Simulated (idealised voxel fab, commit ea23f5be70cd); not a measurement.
process module | voxel wiring stack
cross-section cut | 245 nm wide | cells 5 nm
A cross-section is a grid of square cells, given in bands from the top down. A band is one or more rows of cells.
Each band's line starts with the height of the band's top and of its bottom, in nm. Then come its materials from left to right, each with its width in nm. One material with "throughout" fills the band from edge to edge. "air" is empty space.
Height 0 is the level under which the wafer as received is all one material. The lowest band goes on downwards, as in "0 down".
A width such as "30 to 40" changes by the same amount from each row of cells to the next, from the band's top row to its bottom row.
"no change" after a step means that no cell of the cross-section changed.
closed voids: empty space of 8 cells or more with no open way to the top, each as width x height at its distance from the left edge, in nm
after a step's settings: what the simulator itself notes on the step
overlay nm, on a step with a mask: how far to the right of its planned place the mask lay; to the left if negative
plan
1 op RECEIVE | material Si
2 op CONFORMAL_DEP | material SiO2 | thk nm 15
3 op DIRECTIONAL_DEP | material TiN | thk nm 5
4 op DIRECTIONAL_DEP | material Ru | thk nm 15
5 op DIRECTIONAL_DEP | material aC | thk nm 15
6 op PATTERN | tone cover | mask id METAL_1 | material resist | width nm 30 | pitch nm 50 | thk nm 30 | overlay nm 0
7 op DIRECTIONAL_ETCH | etch materials aC | depth nm 15
8 op STRIP | etch materials resist
9 op DIRECTIONAL_ETCH | etch materials Ru | depth nm 15
10 op DIRECTIONAL_ETCH | etch materials TiN | depth nm 5
11 op STRIP | etch materials aC
12 op FILL_DEP | material SiO2 | thk nm 5
13 op CMP | height nm 35
14 op CONFORMAL_DEP | material SiCN | thk nm 5
15 op DIRECTIONAL_DEP | material lowk | thk nm 30
16 op PATTERN | tone open | mask id METAL_2 | material resist | width nm 30 | pitch nm 50 | thk nm 15 | overlay nm 0
17 op DIRECTIONAL_ETCH | etch materials lowk | depth nm 15
18 op STRIP | etch materials resist
19 op PATTERN | tone open | mask id METAL_2_HOLES | material resist | width nm 15 | pitch nm 50 | thk nm 15 | overlay nm 0
20 op DIRECTIONAL_ETCH | etch materials lowk | depth nm 15
21 op DIRECTIONAL_ETCH | etch materials SiCN | depth nm 5
22 op STRIP | etch materials resist
23 op CONFORMAL_DEP | material TiN | thk nm 5
24 op FILL_DEP | material Cu | thk nm 10
25 op CMP | height nm 70
26 op CONFORMAL_DEP | material SiCN | thk nm 5
27 op DIRECTIONAL_DEP | material lowk | thk nm 30
28 op PATTERN | tone open | mask id METAL_3 | material resist | width nm 30 | pitch nm 50 | thk nm 20 | overlay nm 0
29 op DIRECTIONAL_ETCH | etch materials lowk | depth nm 15
30 op STRIP | etch materials resist
31 op PATTERN | tone open | mask id METAL_3_HOLES | material resist | width nm 15 | thk nm 15 | overlay nm 0
32 op DIRECTIONAL_ETCH | etch materials lowk | depth nm 15
33 op DIRECTIONAL_ETCH | etch materials SiCN | depth nm 5
34 op STRIP | etch materials resist
35 op CONFORMAL_DEP | material TiN | thk nm 5
36 op FILL_DEP | material Cu | thk nm 10
37 op CMP | height nm 105
38 op CONFORMAL_DEP | material SiN | thk nm 5
first wafer, as planned
as received, after step 1
  0 down: Si throughout
  closed voids: none
after step 2
  15 to 0: SiO2 throughout
  below 0: unchanged
after step 3
  20 to 15: TiN throughout
  below 15: unchanged
after step 4
  35 to 20: Ru throughout
  below 20: unchanged
after step 5
  50 to 35: aC throughout
  below 35: unchanged
after step 6
  80 to 50: air 80 | resist 30 | air 20 | resist 30 | air 85
  below 50: unchanged
after step 7
  65 to 50: air 80 | resist 30 | air 20 | resist 30 | air 85
  50 to 35: air 80 | aC 30 | air 20 | aC 30 | air 85
  below 35: unchanged
after step 8
  50 to 35: air 80 | aC 30 | air 20 | aC 30 | air 85
  below 35: unchanged
after step 9
  50 to 35: air 80 | aC 30 | air 20 | aC 30 | air 85
  35 to 20: air 80 | Ru 30 | air 20 | Ru 30 | air 85
  below 20: unchanged
after step 10
  50 to 35: air 80 | aC 30 | air 20 | aC 30 | air 85
  35 to 20: air 80 | Ru 30 | air 20 | Ru 30 | air 85
  20 to 15: air 80 | TiN 30 | air 20 | TiN 30 | air 85
  below 15: unchanged
after step 11
  35 to 20: air 80 | Ru 30 | air 20 | Ru 30 | air 85
  below 20: unchanged
after step 12
  40 to 35: SiO2 throughout
  35 to 20: SiO2 80 | Ru 30 | SiO2 20 | Ru 30 | SiO2 85
  20 to 15: SiO2 80 | TiN 30 | SiO2 20 | TiN 30 | SiO2 85
  below 15: unchanged
after step 13
  35 to 20: SiO2 80 | Ru 30 | SiO2 20 | Ru 30 | SiO2 85
  below 20: unchanged
after step 14
  40 to 35: SiCN throughout
  below 35: unchanged
after step 15
  70 to 40: lowk throughout
  below 40: unchanged
after step 16
  85 to 70: resist 80 | air 30 | resist 20 | air 30 | resist 85
  below 70: unchanged
after step 17
  85 to 70: resist 80 | air 30 | resist 20 | air 30 | resist 85
  70 to 55: lowk 80 | air 30 | lowk 20 | air 30 | lowk 85
  below 55: unchanged
after step 18
  70 to 55: lowk 80 | air 30 | lowk 20 | air 30 | lowk 85
  below 55: unchanged
after step 19
  85 to 70: resist 80 | air 15 | resist 35 | air 15 | resist 100
  70 to 55: lowk 80 | air 15 | resist 15 | lowk 20 | air 15 | resist 15 | lowk 85
  below 55: unchanged
after step 20
  85 to 70: resist 80 | air 15 | resist 35 | air 15 | resist 100
  70 to 55: lowk 80 | air 15 | resist 15 | lowk 20 | air 15 | resist 15 | lowk 85
  55 to 40: lowk 80 | air 15 | lowk 35 | air 15 | lowk 100
  below 40: unchanged
after step 21
  85 to 70: resist 80 | air 15 | resist 35 | air 15 | resist 100
  70 to 55: lowk 80 | air 15 | resist 15 | lowk 20 | air 15 | resist 15 | lowk 85
  55 to 40: lowk 80 | air 15 | lowk 35 | air 15 | lowk 100
  40 to 35: SiCN 80 | air 15 | SiCN 35 | air 15 | SiCN 100
  below 35: unchanged
after step 22
  70 to 55: lowk 80 | air 30 | lowk 20 | air 30 | lowk 85
  below 55: unchanged
after step 23
  75 to 70: TiN 85 | air 20 | TiN 30 | air 20 | TiN 90
  70 to 60: lowk 80 | TiN 5 | air 20 | TiN 5 | lowk 20 | TiN 5 | air 20 | TiN 5 | lowk 85
  60 to 55: lowk 80 | TiN 5 | air 5 | TiN 20 | lowk 20 | TiN 5 | air 5 | TiN 20 | lowk 85
  55 to 40: lowk 80 | TiN 5 | air 5 | TiN 5 | lowk 35 | TiN 5 | air 5 | TiN 5 | lowk 100
  40 to 35: SiCN 80 | TiN 15 | SiCN 35 | TiN 15 | SiCN 100
  below 35: unchanged
after step 24
  85 to 75: Cu throughout
  75 to 70: TiN 85 | Cu 20 | TiN 30 | Cu 20 | TiN 90
  70 to 60: lowk 80 | TiN 5 | Cu 20 | TiN 5 | lowk 20 | TiN 5 | Cu 20 | TiN 5 | lowk 85
  60 to 55: lowk 80 | TiN 5 | Cu 5 | TiN 20 | lowk 20 | TiN 5 | Cu 5 | TiN 20 | lowk 85
  55 to 40: lowk 80 | TiN 5 | Cu 5 | TiN 5 | lowk 35 | TiN 5 | Cu 5 | TiN 5 | lowk 100
  below 40: unchanged
after step 25
  70 to 60: lowk 80 | TiN 5 | Cu 20 | TiN 5 | lowk 20 | TiN 5 | Cu 20 | TiN 5 | lowk 85
  below 60: unchanged
after step 26
  75 to 70: SiCN throughout
  below 70: unchanged
after step 27
  105 to 75: lowk throughout
  below 75: unchanged
after step 28
  125 to 105: resist 80 | air 30 | resist 20 | air 30 | resist 85
  below 105: unchanged
after step 29
  125 to 105: resist 80 | air 30 | resist 20 | air 30 | resist 85
  105 to 90: lowk 80 | air 30 | lowk 20 | air 30 | lowk 85
  below 90: unchanged
after step 30
  105 to 90: lowk 80 | air 30 | lowk 20 | air 30 | lowk 85
  below 90: unchanged
after step 31
  120 to 105: resist 80 | air 15 | resist 150
  105 to 90: lowk 80 | air 15 | resist 15 | lowk 20 | resist 30 | lowk 85
  below 90: unchanged
after step 32
  120 to 105: resist 80 | air 15 | resist 150
  105 to 90: lowk 80 | air 15 | resist 15 | lowk 20 | resist 30 | lowk 85
  90 to 75: lowk 80 | air 15 | lowk 150
  below 75: unchanged
after step 33
  120 to 105: resist 80 | air 15 | resist 150
  105 to 90: lowk 80 | air 15 | resist 15 | lowk 20 | resist 30 | lowk 85
  90 to 75: lowk 80 | air 15 | lowk 150
  75 to 70: SiCN 80 | air 15 | SiCN 150
  below 70: unchanged
after step 34
  105 to 90: lowk 80 | air 30 | lowk 20 | air 30 | lowk 85
  below 90: unchanged
after step 35
  110 to 105: TiN 85 | air 20 | TiN 30 | air 20 | TiN 90
  105 to 95: lowk 80 | TiN 5 | air 20 | TiN 5 | lowk 20 | TiN 5 | air 20 | TiN 5 | lowk 85
  95 to 90: lowk 80 | TiN 5 | air 5 | TiN 20 | lowk 20 | TiN 30 | lowk 85
  90 to 75: lowk 80 | TiN 5 | air 5 | TiN 5 | lowk 150
  75 to 70: SiCN 80 | TiN 15 | SiCN 150
  below 70: unchanged
after step 36
  120 to 110: Cu throughout
  110 to 105: TiN 85 | Cu 20 | TiN 30 | Cu 20 | TiN 90
  105 to 95: lowk 80 | TiN 5 | Cu 20 | TiN 5 | lowk 20 | TiN 5 | Cu 20 | TiN 5 | lowk 85
  95 to 90: lowk 80 | TiN 5 | Cu 5 | TiN 20 | lowk 20 | TiN 30 | lowk 85
  90 to 75: lowk 80 | TiN 5 | Cu 5 | TiN 5 | lowk 150
  below 75: unchanged
after step 37
  105 to 95: lowk 80 | TiN 5 | Cu 20 | TiN 5 | lowk 20 | TiN 5 | Cu 20 | TiN 5 | lowk 85
  below 95: unchanged
after step 38
  110 to 105: SiN throughout
  below 105: unchanged
second wafer: like start, like plan, one mistake. Through step 15 it matches the first wafer
when step 16 should have ended
  85 to 70: resist 80 | air 35 | resist 15 | air 35 | resist 80
  below 70: unchanged
when step 17 should have ended
  85 to 70: resist 80 | air 35 | resist 15 | air 35 | resist 80
  70 to 55: lowk 80 | air 35 | lowk 15 | air 35 | lowk 80
  below 55: unchanged
when step 18 should have ended
  70 to 55: lowk 80 | air 35 | lowk 15 | air 35 | lowk 80
  below 55: unchanged
when step 19 should have ended
  85 to 70: resist 80 | air 15 | resist 35 | air 15 | resist 100
  70 to 55: lowk 80 | air 15 | resist 20 | lowk 15 | air 15 | resist 20 | lowk 80
  below 55: unchanged
when step 20 should have ended
  85 to 70: resist 80 | air 15 | resist 35 | air 15 | resist 100
  70 to 55: lowk 80 | air 15 | resist 20 | lowk 15 | air 15 | resist 20 | lowk 80
  55 to 40: lowk 80 | air 15 | lowk 35 | air 15 | lowk 100
  below 40: unchanged
when step 21 should have ended
  85 to 70: resist 80 | air 15 | resist 35 | air 15 | resist 100
  70 to 55: lowk 80 | air 15 | resist 20 | lowk 15 | air 15 | resist 20 | lowk 80
  55 to 40: lowk 80 | air 15 | lowk 35 | air 15 | lowk 100
  40 to 35: SiCN 80 | air 15 | SiCN 35 | air 15 | SiCN 100
  below 35: unchanged
when step 22 should have ended
  70 to 55: lowk 80 | air 35 | lowk 15 | air 35 | lowk 80
  below 55: unchanged
when step 23 should have ended
  75 to 70: TiN 85 | air 25 | TiN 25 | air 25 | TiN 85
  70 to 60: lowk 80 | TiN 5 | air 25 | TiN 5 | lowk 15 | TiN 5 | air 25 | TiN 5 | lowk 80
  60 to 55: lowk 80 | TiN 5 | air 5 | TiN 25 | lowk 15 | TiN 5 | air 5 | TiN 25 | lowk 80
  55 to 40: lowk 80 | TiN 5 | air 5 | TiN 5 | lowk 35 | TiN 5 | air 5 | TiN 5 | lowk 100
  40 to 35: SiCN 80 | TiN 15 | SiCN 35 | TiN 15 | SiCN 100
  below 35: unchanged
when step 24 should have ended
  85 to 75: Cu throughout
  75 to 70: TiN 85 | Cu 25 | TiN 25 | Cu 25 | TiN 85
  70 to 60: lowk 80 | TiN 5 | Cu 25 | TiN 5 | lowk 15 | TiN 5 | Cu 25 | TiN 5 | lowk 80
  60 to 55: lowk 80 | TiN 5 | Cu 5 | TiN 25 | lowk 15 | TiN 5 | Cu 5 | TiN 25 | lowk 80
  55 to 40: lowk 80 | TiN 5 | Cu 5 | TiN 5 | lowk 35 | TiN 5 | Cu 5 | TiN 5 | lowk 100
  below 40: unchanged
when step 25 should have ended
  70 to 60: lowk 80 | TiN 5 | Cu 25 | TiN 5 | lowk 15 | TiN 5 | Cu 25 | TiN 5 | lowk 80
  below 60: unchanged
when step 26 should have ended
  75 to 70: SiCN throughout
  below 70: unchanged
when step 27 should have ended
  105 to 75: lowk throughout
  below 75: unchanged
when step 28 should have ended
  125 to 105: resist 80 | air 30 | resist 20 | air 30 | resist 85
  below 105: unchanged
when step 29 should have ended
  125 to 105: resist 80 | air 30 | resist 20 | air 30 | resist 85
  105 to 90: lowk 80 | air 30 | lowk 20 | air 30 | lowk 85
  below 90: unchanged
when step 30 should have ended
  105 to 90: lowk 80 | air 30 | lowk 20 | air 30 | lowk 85
  below 90: unchanged
when step 31 should have ended
  120 to 105: resist 80 | air 15 | resist 150
  105 to 90: lowk 80 | air 15 | resist 15 | lowk 20 | resist 30 | lowk 85
  below 90: unchanged
when step 32 should have ended
  120 to 105: resist 80 | air 15 | resist 150
  105 to 90: lowk 80 | air 15 | resist 15 | lowk 20 | resist 30 | lowk 85
  90 to 75: lowk 80 | air 15 | lowk 150
  below 75: unchanged
when step 33 should have ended
  120 to 105: resist 80 | air 15 | resist 150
  105 to 90: lowk 80 | air 15 | resist 15 | lowk 20 | resist 30 | lowk 85
  90 to 75: lowk 80 | air 15 | lowk 150
  75 to 70: SiCN 80 | air 15 | SiCN 150
  below 70: unchanged
when step 34 should have ended
  105 to 90: lowk 80 | air 30 | lowk 20 | air 30 | lowk 85
  below 90: unchanged
when step 35 should have ended
  110 to 105: TiN 85 | air 20 | TiN 30 | air 20 | TiN 90
  105 to 95: lowk 80 | TiN 5 | air 20 | TiN 5 | lowk 20 | TiN 5 | air 20 | TiN 5 | lowk 85
  95 to 90: lowk 80 | TiN 5 | air 5 | TiN 20 | lowk 20 | TiN 30 | lowk 85
  90 to 75: lowk 80 | TiN 5 | air 5 | TiN 5 | lowk 150
  75 to 70: SiCN 80 | TiN 15 | SiCN 150
  below 70: unchanged
when step 36 should have ended
  120 to 110: Cu throughout
  110 to 105: TiN 85 | Cu 20 | TiN 30 | Cu 20 | TiN 90
  105 to 95: lowk 80 | TiN 5 | Cu 20 | TiN 5 | lowk 20 | TiN 5 | Cu 20 | TiN 5 | lowk 85
  95 to 90: lowk 80 | TiN 5 | Cu 5 | TiN 20 | lowk 20 | TiN 30 | lowk 85
  90 to 75: lowk 80 | TiN 5 | Cu 5 | TiN 5 | lowk 150
  below 75: unchanged
when step 37 should have ended
  105 to 95: lowk 80 | TiN 5 | Cu 20 | TiN 5 | lowk 20 | TiN 5 | Cu 20 | TiN 5 | lowk 85
  below 95: unchanged
when step 38 should have ended
  110 to 105: SiN throughout
  below 105: unchanged
what went wrong: step 16 ran as: op PATTERN | tone open | mask id METAL_2 | material resist | width nm 35 | pitch nm 50 | thk nm 15 | overlay nm 0
at the end the second wafer has, in cells: 4 more of Cu | 2 more of TiN | 6 fewer of lowk
